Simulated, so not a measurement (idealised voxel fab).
The process module presented herein is designated voxel transistor to metal.
FYI the section here is cut, 205 nm wide, cells are 5 nm squares.
For the purposes of this document, a cross-section shall be understood as a grid of square cells, specified as bands listed in top-to-bottom order, each band consisting of one or more rows of cells. Basically the band line says how high the top is and how high the bottom is, in nm, and then what's in it from left to right, every material with its width in nm. Empty space shows up as "empty", and if a single material carries "everywhere" it runs the full band edge to edge. Convention: height 0 is the level below which the wafer, as received, is all one material. The lowest band does not terminate at the bottom but continues downward, represented as "0 nm and below". It should be noted that a width expressed as "30->40" varies in equal increments from row to row of cells within the band, taking the value of the first number at the top row and that of the second number at the bottom row. Given "no alteration" for a step, no cell of the cross-section differs between before and after that step. Look at "Voids lacking openings" for the closed voids: empty spaces with no open path to the top, sized 8 cells or up. Each is width x height at distance, distance from the left edge, all nm. Where a step's line continues beyond its settings, the continuation is a remark by the simulator itself on that step. overlay nm: right-of-plan distance of the mask on a masked step; negative values mean left-of-plan.
THE PROCESS STEPS THAT WERE PLANNED ARE LISTED BELOW
step 1: RECEIVE (material Si)
step 2: CONFORMAL_DEP (material SiO2; thk nm 5)
step 3: CONFORMAL_DEP (material SiN; thk nm 10)
step 4: DIRECTIONAL_DEP (material aC; thk nm 15)
step 5: PATTERN (tone cover; mask id ACTIVE; material resist; width nm 110; thk nm 35; overlay nm 0)
step 6: DIRECTIONAL_ETCH (etch materials aC; depth nm 15)
step 7: STRIP (etch materials resist)
step 8: DIRECTIONAL_ETCH (etch materials SiN; depth nm 10)
step 9: DIRECTIONAL_ETCH (etch materials SiO2; depth nm 5)
step 10: DIRECTIONAL_ETCH (etch materials Si; depth nm 35)
step 11: STRIP (etch materials aC)
step 12: OXIDIZE (depth nm 5)
step 13: FILL_DEP (material SiO2; thk nm 10)
step 14: CMP (height nm 15)
step 15: SELECTIVE_ETCH (etch materials SiO2; depth nm 10)
step 16: STRIP (etch materials SiN)
step 17: SELECTIVE_ETCH (etch materials SiO2; depth nm 5)
step 18: OXIDIZE (depth nm 5)
step 19: DIRECTIONAL_DEP (material polySi; thk nm 25)
step 20: DIRECTIONAL_DEP (material SiCN; thk nm 10)
step 21: DIRECTIONAL_DEP (material aC; thk nm 10)
step 22: PATTERN (tone cover; mask id GATE; material resist; width nm 20; thk nm 25; overlay nm 0)
step 23: DIRECTIONAL_ETCH (etch materials aC; depth nm 10)
step 24: STRIP (etch materials resist)
step 25: DIRECTIONAL_ETCH (etch materials SiCN; depth nm 20)
step 26: DIRECTIONAL_ETCH (etch materials polySi; depth nm 35)
step 27: STRIP (etch materials aC)
step 28: CONFORMAL_DEP (material SiO2; thk nm 5)
step 29: DIRECTIONAL_ETCH (etch materials SiO2; depth nm 5)
step 30: CONFORMAL_DEP (material SiN; thk nm 10)
step 31: DIRECTIONAL_ETCH (etch materials SiN; depth nm 10)
step 32: DIRECTIONAL_ETCH (etch materials SiO2; depth nm 5)
step 33: EPI (material pSi; thk nm 5)
step 34: FILL_DEP (material SiO2; thk nm 10)
step 35: CMP (height nm 35)
step 36: DIRECTIONAL_DEP (material SiO2; thk nm 15)
step 37: MASKED_ETCH (tone open; mask id CONTACT; width nm 30; pitch nm 60; etch materials SiO2; depth nm 50; overlay nm 0)
step 38: CONFORMAL_DEP (material TiN; thk nm 5)
step 39: FILL_DEP (material Ru; thk nm 5)
step 40: CMP (height nm 50)
step 41: CONFORMAL_DEP (material SiCN; thk nm 5)
step 42: DIRECTIONAL_DEP (material SiO2; thk nm 15)
step 43: MASKED_ETCH (tone open; mask id METAL_1; width nm 15; pitch nm 75; etch materials SiO2; depth nm 15; overlay nm 0)
step 44: MASKED_ETCH (tone open; mask id METAL_1; width nm 15; pitch nm 75; etch materials SiCN; depth nm 5; overlay nm 0)
step 45: CONFORMAL_DEP (material TiN; thk nm 5)
step 46: FILL_DEP (material Ru; thk nm 10)
step 47: CMP (height nm 70)
step 48: CONFORMAL_DEP (material SiCN; thk nm 5)
step 49: DIRECTIONAL_DEP (material SiO2; thk nm 30)
step 50: PATTERN (tone open; mask id METAL_2; material resist; width nm 15; pitch nm 75; thk nm 15; overlay nm 0)
step 51: DIRECTIONAL_ETCH (etch materials SiO2; depth nm 20)
step 52: STRIP (etch materials resist)
step 53: MASKED_ETCH (tone open; mask id METAL_2_HOLES; width nm 15; pitch nm 75; etch materials SiO2; depth nm 10; overlay nm 0)
step 54: MASKED_ETCH (tone open; mask id METAL_2_HOLES; width nm 15; pitch nm 75; etch materials SiCN; depth nm 5; overlay nm 0)
step 55: CONFORMAL_DEP (material TiN; thk nm 5)
step 56: FILL_DEP (material Ru; thk nm 10)
step 57: CMP (height nm 105)
step 58: CONFORMAL_DEP (material SiCN; thk nm 5)
AS RECEIVED, AFTER STEP 1
- 0 nm and below = Si everywhere
- Voids lacking openings: none
FIRST WAFER OF TWO, SECTIONED AT END OF MODULE; RUN WENT PER PLAN
- 110 nm to 105 nm = SiCN everywhere
- 105 nm to 75 nm = 55 nm SiO2  5 nm TiN  5 nm Ru  5 nm TiN  60 nm SiO2  5 nm TiN  5 nm Ru  5 nm TiN  60 nm SiO2
- 75 nm to 70 nm = 55 nm SiCN  15 nm TiN  60 nm SiCN  15 nm TiN  60 nm SiCN
- 70 nm to 55 nm = 55 nm SiO2  5 nm TiN  5 nm Ru  5 nm TiN  60 nm SiO2  5 nm TiN  5 nm Ru  5 nm TiN  60 nm SiO2
- 55 nm to 50 nm = 55 nm SiCN  15 nm TiN  60 nm SiCN  15 nm TiN  60 nm SiCN
- 50 nm to 40 nm = 55 nm SiO2  5 nm TiN  20 nm Ru  5 nm TiN  30 nm SiO2  5 nm TiN  20 nm Ru  5 nm TiN  60 nm SiO2
- 40 nm to 35 nm = 55 nm SiO2  5 nm TiN  10 nm Ru  15 nm TiN  30 nm SiO2  15 nm TiN  10 nm Ru  5 nm TiN  60 nm SiO2
- 35 nm to 25 nm = 55 nm SiO2  5 nm TiN  10 nm Ru  5 nm TiN  10 nm SiN  5 nm SiO2  20 nm SiCN  5 nm SiO2  10 nm SiN  5 nm TiN  10 nm Ru  5 nm TiN  60 nm SiO2
- 25 nm to 5 nm = 55 nm SiO2  5 nm TiN  10 nm Ru  5 nm TiN  10 nm SiN  5 nm SiO2  20 nm polySi  5 nm SiO2  10 nm SiN  5 nm TiN  10 nm Ru  5 nm TiN  60 nm SiO2
- 5 nm to 0 nm = 55 nm SiO2  20 nm TiN  10 nm SiN  5 nm SiO2  20 nm polySi  5 nm SiO2  10 nm SiN  20 nm TiN  60 nm SiO2
- 0 nm to -5 nm = 45 nm SiO2  30 nm pSi  50 nm SiO2  30 nm pSi  50 nm SiO2
- -5 nm to -40 nm = 50 nm SiO2  100 nm Si  55 nm SiO2
- -40 nm and below = Si everywhere
- Voids lacking openings: none
NOW THE SECOND WAFER, CROSS-SECTIONED AT THE END OF THE MODULE. NOTHING DIFFERENT AT THE START, NOTHING DIFFERENT IN THE PLAN COMPARED WITH THE FIRST, JUST ONE MISTAKE WHEN IT WAS ACTUALLY RUN
- 110 nm to 105 nm = SiCN everywhere
- 105 nm to 75 nm = 55 nm SiO2  5 nm TiN  5 nm Ru  5 nm TiN  60 nm SiO2  5 nm TiN  5 nm Ru  5 nm TiN  60 nm SiO2
- 75 nm to 70 nm = 55 nm SiCN  15 nm TiN  60 nm SiCN  15 nm TiN  60 nm SiCN
- 70 nm to 55 nm = 55 nm SiO2  5 nm TiN  5 nm Ru  5 nm TiN  60 nm SiO2  5 nm TiN  5 nm Ru  5 nm TiN  60 nm SiO2
- 55 nm to 50 nm = 55 nm SiCN  15 nm TiN  60 nm SiCN  15 nm TiN  60 nm SiCN
- 50 nm to 40 nm = 55 nm SiO2  5 nm TiN  20 nm Ru  5 nm TiN  30 nm SiO2  5 nm TiN  20 nm Ru  5 nm TiN  60 nm SiO2
- 40 nm to 35 nm = 55 nm SiO2  5 nm TiN  10 nm Ru  15 nm TiN  30 nm SiO2  15 nm TiN  10 nm Ru  5 nm TiN  60 nm SiO2
- 35 nm to 25 nm = 55 nm SiO2  5 nm TiN  10 nm Ru  5 nm TiN  10 nm SiN  5 nm SiO2  20 nm SiCN  5 nm SiO2  10 nm SiN  5 nm TiN  10 nm Ru  5 nm TiN  60 nm SiO2
- 25 nm to 5 nm = 55 nm SiO2  5 nm TiN  10 nm Ru  5 nm TiN  10 nm SiN  5 nm SiO2  20 nm polySi  5 nm SiO2  10 nm SiN  5 nm TiN  10 nm Ru  5 nm TiN  60 nm SiO2
- 5 nm to 0 nm = 55 nm SiO2  20 nm TiN  10 nm SiN  5 nm SiO2  20 nm polySi  5 nm SiO2  10 nm SiN  20 nm TiN  60 nm SiO2
- 0 nm to -5 nm = 50 nm SiO2  25 nm pSi  50 nm SiO2  30 nm pSi  50 nm SiO2
- -5 nm to -40 nm = 55 nm SiO2  95 nm Si  55 nm SiO2
- -40 nm and below = Si everywhere
- Voids lacking openings: none
Plan not followed: not per plan at step 5, really ran PATTERN (tone cover; mask id ACTIVE; material resist; width nm 105; thk nm 35; overlay nm 0)
End check, counted in cells, second wafer has more or fewer of these materials than the first: -7 Si; +8 SiO2; -1 pSi
